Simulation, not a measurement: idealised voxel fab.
Herein follows the process module entitled voxel fin reveal.
240 nm wide, 5 nm square cells: that's cross-section cut.
When this document writes out a cross-section, it uses a grid of square cells and lists it as bands, beginning at the top and moving down, with a band standing for one or more rows of cells.
For a band, the entry starts with two heights in nm, that of the top and then that of the bottom, and carries on with the band's materials in order from left to right, each alongside its width in nm; the word "all across" beside a single material means it fills the band edge to edge, and "empty" means empty space.
Convention: height 0 is the level below which the wafer, as received, is all one material. The lowest band does not terminate at the bottom but continues downward, represented as "0..down".
Quick explanation for "30->40": the width changes in equal steps down the rows of cells, from the first number in the band's top row to the second number in its bottom row.
Given "no change" for a step, no cell of the cross-section differs between before and after that step.
Each empty space that has no open way to the top and spans at least 8 cells appears under "Fully sealed voids" as width x height at distance, the distance counted from the left edge, all in nm.
It should be noted that, on the line of a given step, the content following the step's settings is a remark produced by the simulator itself with respect to that step.
"overlay nm" denotes, for a step that has a mask, the displacement of the mask to the right of its planned place, with negative values corresponding to the left.

### List of planned process steps
1,op RECEIVE | material Si
2,op CONFORMAL_DEP | material SiN | thk nm 5
3,op MASKED_ETCH | tone cover | mask id FINS | width nm 15 | pitch nm 45 | etch materials SiN | depth nm 5 | overlay nm 0
4,op MASKED_ETCH | tone cover | mask id FINS | width nm 15 | pitch nm 45 | etch materials Si | depth nm 35 | overlay nm 0
5,op OXIDIZE | depth nm 5
6,op FILL_DEP | material SiO2 | thk nm 10
7,op CMP | height nm 5
8,op SELECTIVE_ETCH | etch materials SiO2 | depth nm 15
9,op STRIP | etch materials SiN

### Below: the first of two wafers, run as planned

### This is the cross-section of the wafer as we received it, i.e. after step 1
- 0..down  Si all across
- Fully sealed voids: none

### The following cross-section depicts the wafer upon completion of step 2
- 5..0  SiN all across
- For the remainder of the cross-section, below 0, there is no change.

### The following cross-section depicts the wafer upon completion of step 3
- 5..0  45 of empty, 15 of SiN, 30 of empty, 15 of SiN, 30 of empty, 15 of SiN, 30 of empty, 15 of SiN, 45 of empty
- For the remainder of the cross-section, below 0, there is no change.

### The following cross-section depicts the wafer upon completion of step 4
- 5..0  45 of empty, 15 of SiN, 30 of empty, 15 of SiN, 30 of empty, 15 of SiN, 30 of empty, 15 of SiN, 45 of empty
- 0..-35  45 of empty, 15 of Si, 30 of empty, 15 of Si, 30 of empty, 15 of Si, 30 of empty, 15 of Si, 45 of empty
- For the remainder of the cross-section, below -35, there is no change.

### The following cross-section depicts the wafer upon completion of step 5
- 5..0  45 of empty, 15 of SiN, 30 of empty, 15 of SiN, 30 of empty, 15 of SiN, 30 of empty, 15 of SiN, 45 of empty
- 0..-35  45 of empty, 5 of SiO2, 5 of Si, 5 of SiO2, 30 of empty, 5 of SiO2, 5 of Si, 5 of SiO2, 30 of empty, 5 of SiO2, 5 of Si, 5 of SiO2, 30 of empty, 5 of SiO2, 5 of Si, 5 of SiO2, 45 of empty
- -35..-40  50 of SiO2, 5 of Si, 40 of SiO2, 5 of Si, 40 of SiO2, 5 of Si, 40 of SiO2, 5 of Si, 50 of SiO2
- For the remainder of the cross-section, below -40, there is no change.

### The following cross-section depicts the wafer upon completion of step 6
- 15..5  SiO2 all across
- 5..0  45 of SiO2, 15 of SiN, 30 of SiO2, 15 of SiN, 30 of SiO2, 15 of SiN, 30 of SiO2, 15 of SiN, 45 of SiO2
- 0..-40  50 of SiO2, 5 of Si, 40 of SiO2, 5 of Si, 40 of SiO2, 5 of Si, 40 of SiO2, 5 of Si, 50 of SiO2
- For the remainder of the cross-section, below -40, there is no change.

### The following cross-section depicts the wafer upon completion of step 7
- 5..0  45 of SiO2, 15 of SiN, 30 of SiO2, 15 of SiN, 30 of SiO2, 15 of SiN, 30 of SiO2, 15 of SiN, 45 of SiO2
- For the remainder of the cross-section, below 0, there is no change.

### The following cross-section depicts the wafer upon completion of step 8
- 5..0  45 of empty, 15 of SiN, 30 of empty, 15 of SiN, 30 of empty, 15 of SiN, 30 of empty, 15 of SiN, 45 of empty
- 0..-10  50 of empty, 5 of Si, 40 of empty, 5 of Si, 40 of empty, 5 of Si, 40 of empty, 5 of Si, 50 of empty
- For the remainder of the cross-section, below -10, there is no change.

### The following cross-section depicts the wafer upon completion of step 9
- 0..-10  50 of empty, 5 of Si, 40 of empty, 5 of Si, 40 of empty, 5 of Si, 40 of empty, 5 of Si, 50 of empty
- For the remainder of the cross-section, below -10, there is no change.

### Now the other wafer: same start, same recipe, but we messed up one thing when running it. Up to and including step 2 it's the same as the first one

### Second wafer, section view, time point: scheduled end of step 3
- 5..0  45 of SiN, 15 of empty, 30 of SiN, 15 of empty, 30 of SiN, 15 of empty, 30 of SiN, 15 of empty, 45 of SiN
- For the remainder of the cross-section, below 0, there is no change.

Second wafer, section view, time point: scheduled end of step 4: no change

### Second wafer, section view, time point: scheduled end of step 5
- 5..0  45 of SiN, 15 of empty, 30 of SiN, 15 of empty, 30 of SiN, 15 of empty, 30 of SiN, 15 of empty, 45 of SiN
- 0..-5  40 of Si, 25 of SiO2, 20 of Si, 25 of SiO2, 20 of Si, 25 of SiO2, 20 of Si, 25 of SiO2, 40 of Si
- For the remainder of the cross-section, below -5, there is no change.

### Second wafer, section view, time point: scheduled end of step 6
- 15..5  SiO2 all across
- 5..0  45 of SiN, 15 of SiO2, 30 of SiN, 15 of SiO2, 30 of SiN, 15 of SiO2, 30 of SiN, 15 of SiO2, 45 of SiN
- For the remainder of the cross-section, below 0, there is no change.

### Second wafer, section view, time point: scheduled end of step 7
- 5..0  45 of SiN, 15 of SiO2, 30 of SiN, 15 of SiO2, 30 of SiN, 15 of SiO2, 30 of SiN, 15 of SiO2, 45 of SiN
- For the remainder of the cross-section, below 0, there is no change.

### Second wafer, section view, time point: scheduled end of step 8
- 5..0  45 of SiN, 15 of empty, 30 of SiN, 15 of empty, 30 of SiN, 15 of empty, 30 of SiN, 15 of empty, 45 of SiN
- 0..-5  40 of Si, 25 of empty, 20 of Si, 25 of empty, 20 of Si, 25 of empty, 20 of Si, 25 of empty, 40 of Si
- For the remainder of the cross-section, below -5, there is no change.

### Second wafer, section view, time point: scheduled end of step 9
- 0..-5  40 of Si, 25 of empty, 20 of Si, 25 of empty, 20 of Si, 25 of empty, 20 of Si, 25 of empty, 40 of Si
- For the remainder of the cross-section, below -5, there is no change.
Misprocessing identified: heads up, step 3 didn't go per plan, it actually ran as op MASKED_ETCH | tone open | mask id FINS | width nm 15 | pitch nm 45 | etch materials SiN | depth nm 5 | overlay nm 0
At the finish, the second wafer shows more or fewer cells for some materials than the first does: +332 Si, -264 SiO2
